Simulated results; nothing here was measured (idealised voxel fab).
You're looking at the process module voxel wiring stack.
265 nm wide, 5 nm square cells: that's cross-section cut.
Notation: cross-section as square-cell grid; stated in bands, top first, going down; one or more cell rows per band.
Top height, bottom height, nm. Materials left to right, width each, nm. Single material + "all across" = fills band edge to edge. "air" = empty.
Where do heights start? At 0: under that level the wafer as delivered is made of one material only. And the lowest band has no floor; it just carries on downward, as in "0 and below".
Top row gets the first number, bottom row gets the second, and each row in between changes by the same step: that is how a band width like "30 to 40" works.
For the purposes of this document, the phrase "same as before" attached to a step denotes that no cell within the cross-section was modified by that step.
Closed empty spaces (no open way to the top) of 8 cells or more are what "Sealed voids" lists, each as width x height at distance from the left edge, nm for all three.
On a step's line, text after the settings is the simulator commenting on that step.
Regarding "overlay nm": on a step with a mask, it is the distance the mask lay to the right of its planned place; a negative value places it to the left.
Planned step list for the process
1. op RECEIVE | material Si
2. op CONFORMAL_DEP | material SiO2 | thk nm 10
3. op CONFORMAL_DEP | material SiCN | thk nm 5
4. op DIRECTIONAL_DEP | material SiO2 | thk nm 20
5. op DIRECTIONAL_DEP | material aC | thk nm 15
6. op PATTERN | tone open | mask id METAL_1 | material resist | width nm 30 | pitch nm 60 | thk nm 35 | overlay nm 0
7. op DIRECTIONAL_ETCH | etch materials aC | depth nm 15
8. op STRIP | etch materials resist
9. op DIRECTIONAL_ETCH | etch materials SiO2 | depth nm 20
10. op DIRECTIONAL_ETCH | etch materials SiCN | depth nm 5
11. op STRIP | etch materials aC
12. op CONFORMAL_DEP | material TiN | thk nm 5
13. op FILL_DEP | material W | thk nm 5
14. op CMP | height nm 35
15. op EPI | material Ru | thk nm 5
16. op FILL_DEP | material SiCN | thk nm 5
17. op DIRECTIONAL_DEP | material SiO2 | thk nm 10
18. op PATTERN | tone open | mask id PLUG_1 | material resist | width nm 15 | pitch nm 60 | thk nm 15 | overlay nm 0
19. op DIRECTIONAL_ETCH | etch materials SiO2 | depth nm 10
20. op DIRECTIONAL_ETCH | etch materials SiCN | depth nm 5
21. op STRIP | etch materials resist
22. op EPI | material Ru | thk nm 10
23. op EPI | material Ru | thk nm 5
24. op DIRECTIONAL_DEP | material TiN | thk nm 5
25. op DIRECTIONAL_DEP | material W | thk nm 15
26. op DIRECTIONAL_DEP | material aC | thk nm 15
27. op PATTERN | tone cover | mask id METAL_2 | material resist | width nm 30 | pitch nm 60 | thk nm 30 | overlay nm 0
28. op DIRECTIONAL_ETCH | etch materials aC | depth nm 15
29. op STRIP | etch materials resist
30. op DIRECTIONAL_ETCH | etch materials W | depth nm 15
31. op DIRECTIONAL_ETCH | etch materials TiN | depth nm 5
32. op STRIP | etch materials aC
33. op CONFORMAL_DEP | material SiN | thk nm 5
34. op FILL_DEP | material lowk | thk nm 5
35. op CMP | height nm 75
36. op CONFORMAL_DEP | material SiCN | thk nm 5
As received (post step 1): cross-section
0 and below  Si all across
Sealed voids: none
Run as planned - first of the two wafers cross-sectioned at the end of the module
80 down to 75  SiCN all across
75 down to 60  lowk (50), SiN (5), W (30), SiN (5), lowk (20), SiN (5), W (30), SiN (5), lowk (20), SiN (5), W (30), SiN (5), lowk (55)
60 down to 55  SiN (55), TiN (30), SiN (30), TiN (30), SiN (30), TiN (30), SiN (60)
55 down to 45  SiO2 (55), Ru (15), SiO2 (45), Ru (15), SiO2 (45), Ru (15), SiO2 (75)
45 down to 35  SiCN (55 to 50), Ru (15 to 40), SiCN (45 to 20), Ru (15 to 40), SiCN (45 to 20), Ru (15 to 40), SiCN (75 to 55)
35 down to 15  SiO2 (55), TiN (5), W (20), TiN (5), SiO2 (30), TiN (5), W (20), TiN (5), SiO2 (30), TiN (5), W (20), TiN (5), SiO2 (60)
15 down to 10  SiCN (55), TiN (30), SiCN (30), TiN (30), SiCN (30), TiN (30), SiCN (60)
10 down to 0  SiO2 all across
0 and below  Si all across
Sealed voids: none
Now the second wafer, cross-sectioned at the end of the module. Nothing different at the start, nothing different in the plan compared with the first, just one mistake when it was actually run
80 down to 75  SiCN all across
75 down to 70  lowk all across
70 down to 65  lowk (50), SiN (40), lowk (20), SiN (40), lowk (20), SiN (40), lowk (55)
65 down to 60  lowk (50), SiN (5), W (30), SiN (5), lowk (20), SiN (5), W (30), SiN (5), lowk (20), SiN (5), W (30), SiN (5), lowk (55)
60 down to 55  SiN (55), TiN (30), SiN (30), TiN (30), SiN (30), TiN (30), SiN (60)
55 down to 45  SiO2 (55), Ru (15), SiO2 (45), Ru (15), SiO2 (45), Ru (15), SiO2 (75)
45 down to 35  SiCN (55 to 50), Ru (15 to 40), SiCN (45 to 20), Ru (15 to 40), SiCN (45 to 20), Ru (15 to 40), SiCN (75 to 55)
35 down to 15  SiO2 (55), TiN (5), W (20), TiN (5), SiO2 (30), TiN (5), W (20), TiN (5), SiO2 (30), TiN (5), W (20), TiN (5), SiO2 (60)
15 down to 10  SiCN (55), TiN (30), SiCN (30), TiN (30), SiCN (30), TiN (30), SiCN (60)
10 down to 0  SiO2 all across
0 and below  Si all across
Sealed voids: none
Heads up, the wafer didn't run the way we planned it: step 25 ran differently from the plan; actual operation with settings: op DIRECTIONAL_DEP | material W | thk nm 5
Upon completion, the second wafer contains, in terms of cells, a greater or smaller amount of certain materials than the first wafer: SiN: 12 more; W: 36 fewer; lowk: 24 more
